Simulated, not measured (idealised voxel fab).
Module name: voxel wiring stack (process module)
Square cells of 5 nm make up the cross-section cut, whose width is 195 nm.
Each cross-section below is a grid of square cells, stated as bands in top-down order, with one or more rows of cells making up each band. Top, bottom (nm), then materials left to right with widths (nm); lone material tagged "edge to edge" fills the whole band edge to edge; "blank" = empty space. Heights are measured from 0, the level below which the as-received wafer is all one material; the lowest band has no bottom and continues downward, written as in "0..down". Note: "30..40" means the width goes from the first number (top row of the band) to the second number (bottom row) in equal steps per row of cells. What does "left unchanged" mean for a step? It means no cell of the cross-section changed in that step. Under "Closed empty spaces" you'll find the enclosed gaps, the ones with no way out to the top, that are 8 cells or bigger; each reads width x height at distance, with distance counted from the left edge, everything in nm. On a step's line, text after the settings is the simulator commenting on that step. The line of a step may include "overlay nm". On a step with a mask, this value is how far to the right of its planned place the mask lay. A negative value means the mask lay to the left.

BELOW IS THE LIST OF PLANNED PROCESS STEPS
| 1 | RECEIVE with material Si |
| 2 | CONFORMAL_DEP with material SiO2, thk nm 15 |
| 3 | DIRECTIONAL_DEP with material TiN, thk nm 5 |
| 4 | DIRECTIONAL_DEP with material Ru, thk nm 25 |
| 5 | PATTERN with tone cover, mask id METAL_1, material resist, width nm 30, pitch nm 45, thk nm 20, overlay nm 0 |
| 6 | DIRECTIONAL_ETCH with etch materials Ru, depth nm 25 |
| 7 | DIRECTIONAL_ETCH with etch materials TiN, depth nm 5 |
| 8 | STRIP with etch materials resist |
| 9 | CONFORMAL_DEP with material SiN, thk nm 5 |
| 10 | FILL_DEP with material lowk, thk nm 10 |
| 11 | CMP with height nm 45 |
| 12 | CONFORMAL_DEP with material SiCN, thk nm 5 |
| 13 | DIRECTIONAL_DEP with material lowk, thk nm 15 |
| 14 | PATTERN with tone open, mask id PLUG_1, material resist, width nm 15, pitch nm 90, thk nm 15, overlay nm 0 |
| 15 | DIRECTIONAL_ETCH with etch materials lowk, depth nm 15 |
| 16 | DIRECTIONAL_ETCH with etch materials SiCN, depth nm 5 |
| 17 | STRIP with etch materials resist |
| 18 | CONFORMAL_DEP with material TiN, thk nm 5 |
| 19 | FILL_DEP with material Cu, thk nm 10 |
| 20 | CMP with height nm 65 |
| 21 | CONFORMAL_DEP with material SiCN, thk nm 5 |
| 22 | DIRECTIONAL_DEP with material SiO2, thk nm 15 |
| 23 | MASKED_ETCH with tone open, mask id METAL_2, width nm 30, pitch nm 45, etch materials SiO2, depth nm 15, overlay nm 0 |
| 24 | MASKED_ETCH with tone open, mask id METAL_2, width nm 30, pitch nm 45, etch materials SiCN, depth nm 5, overlay nm 0 |
| 25 | CONFORMAL_DEP with material TiN, thk nm 5 |
| 26 | FILL_DEP with material W, thk nm 5 |
| 27 | CMP with height nm 85 |
| 28 | CONFORMAL_DEP with material SiCN, thk nm 5 |
| 29 | DIRECTIONAL_DEP with material lowk, thk nm 35 |
| 30 | PATTERN with tone open, mask id METAL_3, material resist, width nm 30, pitch nm 45, thk nm 15, overlay nm 0 |
| 31 | DIRECTIONAL_ETCH with etch materials lowk, depth nm 20 |
| 32 | STRIP with etch materials resist |
| 33 | PATTERN with tone open, mask id METAL_3_HOLES, material resist, width nm 15, pitch nm 90, thk nm 20, overlay nm 0 |
| 34 | DIRECTIONAL_ETCH with etch materials lowk, depth nm 15 |
| 35 | DIRECTIONAL_ETCH with etch materials SiCN, depth nm 5 |
| 36 | STRIP with etch materials resist |
| 37 | CONFORMAL_DEP with material TiN, thk nm 5 |
| 38 | FILL_DEP with material Cu, thk nm 10 |
| 39 | CMP with height nm 125 |
| 40 | CONFORMAL_DEP with material SiCN, thk nm 5 |

INCOMING WAFER IN CROSS-SECTION (STATE: AFTER STEP 1)
> 0..down: Si edge to edge
> Closed empty spaces: none

CROSS-SECTIONAL VIEW OF THE FIRST OF THE TWO WAFERS UPON COMPLETION OF THE MODULE, PROCESSED IN ACCORDANCE WITH THE PLAN
> 130..125: SiCN edge to edge
> 125..110: 35 nm lowk | 5 nm TiN | 20 nm Cu | 5 nm TiN | 15 nm lowk | 5 nm TiN | 20 nm Cu | 5 nm TiN | 15 nm lowk | 5 nm TiN | 20 nm Cu | 5 nm TiN | 40 nm lowk
> 110..105: 35 nm lowk | 5 nm TiN | 5 nm Cu | 20 nm TiN | 15 nm lowk | 30 nm TiN | 15 nm lowk | 5 nm TiN | 5 nm Cu | 20 nm TiN | 40 nm lowk
> 105..90: 35 nm lowk | 5 nm TiN | 5 nm Cu | 5 nm TiN | 75 nm lowk | 5 nm TiN | 5 nm Cu | 5 nm TiN | 55 nm lowk
> 90..85: 35 nm SiCN | 15 nm TiN | 75 nm SiCN | 15 nm TiN | 55 nm SiCN
> 85..70: 35 nm SiO2 | 5 nm TiN | 20 nm W | 5 nm TiN | 15 nm SiO2 | 5 nm TiN | 20 nm W | 5 nm TiN | 15 nm SiO2 | 5 nm TiN | 20 nm W | 5 nm TiN | 40 nm SiO2
> 70..65: 35 nm SiCN | 30 nm TiN | 15 nm SiCN | 30 nm TiN | 15 nm SiCN | 30 nm TiN | 40 nm SiCN
> 65..50: 35 nm lowk | 5 nm TiN | 5 nm Cu | 5 nm TiN | 75 nm lowk | 5 nm TiN | 5 nm Cu | 5 nm TiN | 55 nm lowk
> 50..45: 35 nm SiCN | 15 nm TiN | 75 nm SiCN | 15 nm TiN | 55 nm SiCN
> 45..20: 30 nm lowk | 5 nm SiN | 30 nm Ru | 5 nm SiN | 5 nm lowk | 5 nm SiN | 30 nm Ru | 5 nm SiN | 5 nm lowk | 5 nm SiN | 30 nm Ru | 5 nm SiN | 35 nm lowk
> 20..15: 35 nm SiN | 30 nm TiN | 15 nm SiN | 30 nm TiN | 15 nm SiN | 30 nm TiN | 40 nm SiN
> 15..0: SiO2 edge to edge
> 0..down: Si edge to edge
> Closed empty spaces: none

END OF MODULE, SECOND WAFER, CROSS-SECTION. STARTED LIKE THE FIRST, PLANNED LIKE THE FIRST, RUN WITH ONE MISTAKE
> 130..125: SiCN edge to edge
> 125..110: 35 nm lowk | 5 nm TiN | 20 nm Cu | 5 nm TiN | 15 nm lowk | 5 nm TiN | 20 nm Cu | 5 nm TiN | 15 nm lowk | 5 nm TiN | 20 nm Cu | 5 nm TiN | 40 nm lowk
> 110..105: 35 nm lowk | 15 nm TiN | 5 nm Cu | 10 nm TiN | 15 nm lowk | 30 nm TiN | 15 nm lowk | 15 nm TiN | 5 nm Cu | 10 nm TiN | 40 nm lowk
> 105..90: 45 nm lowk | 5 nm TiN | 5 nm Cu | 5 nm TiN | 75 nm lowk | 5 nm TiN | 5 nm Cu | 5 nm TiN | 45 nm lowk
> 90..85: 45 nm SiCN | 15 nm TiN | 75 nm SiCN | 15 nm TiN | 45 nm SiCN
> 85..70: 35 nm SiO2 | 5 nm TiN | 20 nm W | 5 nm TiN | 15 nm SiO2 | 5 nm TiN | 20 nm W | 5 nm TiN | 15 nm SiO2 | 5 nm TiN | 20 nm W | 5 nm TiN | 40 nm SiO2
> 70..65: 35 nm SiCN | 30 nm TiN | 15 nm SiCN | 30 nm TiN | 15 nm SiCN | 30 nm TiN | 40 nm SiCN
> 65..50: 35 nm lowk | 5 nm TiN | 5 nm Cu | 5 nm TiN | 75 nm lowk | 5 nm TiN | 5 nm Cu | 5 nm TiN | 55 nm lowk
> 50..45: 35 nm SiCN | 15 nm TiN | 75 nm SiCN | 15 nm TiN | 55 nm SiCN
> 45..20: 30 nm lowk | 5 nm SiN | 30 nm Ru | 5 nm SiN | 5 nm lowk | 5 nm SiN | 30 nm Ru | 5 nm SiN | 5 nm lowk | 5 nm SiN | 30 nm Ru | 5 nm SiN | 35 nm lowk
> 20..15: 35 nm SiN | 30 nm TiN | 15 nm SiN | 30 nm TiN | 15 nm SiN | 30 nm TiN | 40 nm SiN
> 15..0: SiO2 edge to edge
> 0..down: Si edge to edge
> Closed empty spaces: none
Finding, execution versus plan: rather than as planned, step 33 actually ran as PATTERN with tone open, mask id METAL_3_HOLES, material resist, width nm 15, pitch nm 90, thk nm 20, overlay nm 10
Matching per-material cell counts, mismatched positions: that is how the second wafer compares with the first at the end.
